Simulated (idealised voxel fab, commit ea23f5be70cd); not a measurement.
The following process module bears the name voxel released beams.
The figure presents cross-section cut, which has a width of 250 nm and is divided into square cells with an edge length of 5 nm.
A cross-section is a grid of square cells, given in bands from the top down. A band is one or more rows of cells.
Band: top and bottom heights (nm) first, top before bottom; then materials from left to right, widths in nm. "edge to edge" marks a sole material filling the band edge to edge. "air" denotes empty space.
Measure heights from 0. That's the level where, below it, the as-received wafer is all one material. The lowest band is bottomless and extends downward; write it as in "top 0, no bottom".
You'd read "30..40" like this: the band's top row of cells is as wide as the first number, its bottom row is as wide as the second, and going down, every row changes width by the same amount as the row before did.
The designation "all unchanged", where it is given for a processing step, indicates that no cell of the cross-section was altered in the course of that step.
In the "Listed closed voids" entry, you get each enclosed empty space of 8 cells or more, one with no open way to the top, written width x height at distance, distance from the left edge, in nm.
after a step's settings: what the simulator itself notes on the step
"overlay nm" denotes, for a step that has a mask, the displacement of the mask to the right of its planned place, with negative values corresponding to the left.

Here's what the planned process steps look like
1. RECEIVE with material Si
2. CONFORMAL_DEP with material SiN, thk nm 5
3. DIRECTIONAL_DEP with material SiO2, thk nm 20
4. MASKED_ETCH with tone open, mask id ANCHOR, width nm 35, etch materials SiO2, depth nm 20, overlay nm 0
5. CONFORMAL_DEP with material polySi, thk nm 10
6. MASKED_ETCH with tone cover, mask id BEAM, width nm 85, etch materials polySi, depth nm 10, overlay nm 0
7. STRIP with etch materials SiO2

Below: the first of two wafers, run as planned

Cross-section of the wafer at receipt, which is the condition after step 1
    top 0, no bottom  Si edge to edge
    Listed closed voids: none

You're looking at a cross-section of the wafer after step 2
    top 5, bottom 0  SiN edge to edge
    Below a height of 0, the structure has not been altered.

You're looking at a cross-section of the wafer after step 3
    top 25, bottom 5  SiO2 edge to edge
    Below a height of 5, the structure has not been altered.

You're looking at a cross-section of the wafer after step 4
    top 25, bottom 5  SiO2: 85, air: 35, SiO2: 130
    Below a height of 5, the structure has not been altered.

You're looking at a cross-section of the wafer after step 5
    top 35, bottom 25  polySi: 95, air: 15, polySi: 140
    top 25, bottom 15  SiO2: 85, polySi: 10, air: 15, polySi: 10, SiO2: 130
    top 15, bottom 5  SiO2: 85, polySi: 35, SiO2: 130
    Below a height of 5, the structure has not been altered.

You're looking at a cross-section of the wafer after step 6
    top 35, bottom 25  air: 80, polySi: 15, air: 15, polySi: 55, air: 85
    Below a height of 25, the structure has not been altered.

You're looking at a cross-section of the wafer after step 7
    top 35, bottom 25  air: 80, polySi: 15, air: 15, polySi: 55, air: 85
    top 25, bottom 15  air: 85, polySi: 10, air: 15, polySi: 10, air: 130
    top 15, bottom 5  air: 85, polySi: 35, air: 130
    Below a height of 5, the structure has not been altered.

Okay, second wafer. Nothing different at the start, nothing different in the plan, just one mistake somewhere in the running. As far as step 5, counting that step, it's the first wafer all over again

The second wafer in cross-section, at the planned close of step 6
    top 35, bottom 25  air: 85, polySi: 10, air: 15, polySi: 60, air: 80
    Below a height of 25, the structure has not been altered.

The second wafer in cross-section, at the planned close of step 7
    top 35, bottom 25  air: 85, polySi: 10, air: 15, polySi: 60, air: 80
    top 25, bottom 15  air: 85, polySi: 10, air: 15, polySi: 10, air: 130
    top 15, bottom 5  air: 85, polySi: 35, air: 130
    Below a height of 5, the structure has not been altered.
Heads up, the wafer didn't run the way we planned it: step 6 went in with a setting other than planned; the actual run was MASKED_ETCH with tone cover, mask id BEAM, width nm 85, etch materials polySi, depth nm 10, overlay nm 5
Same inventory, different map: at the end, the second wafer holds as many cells of each material as the first, placed elsewhere.
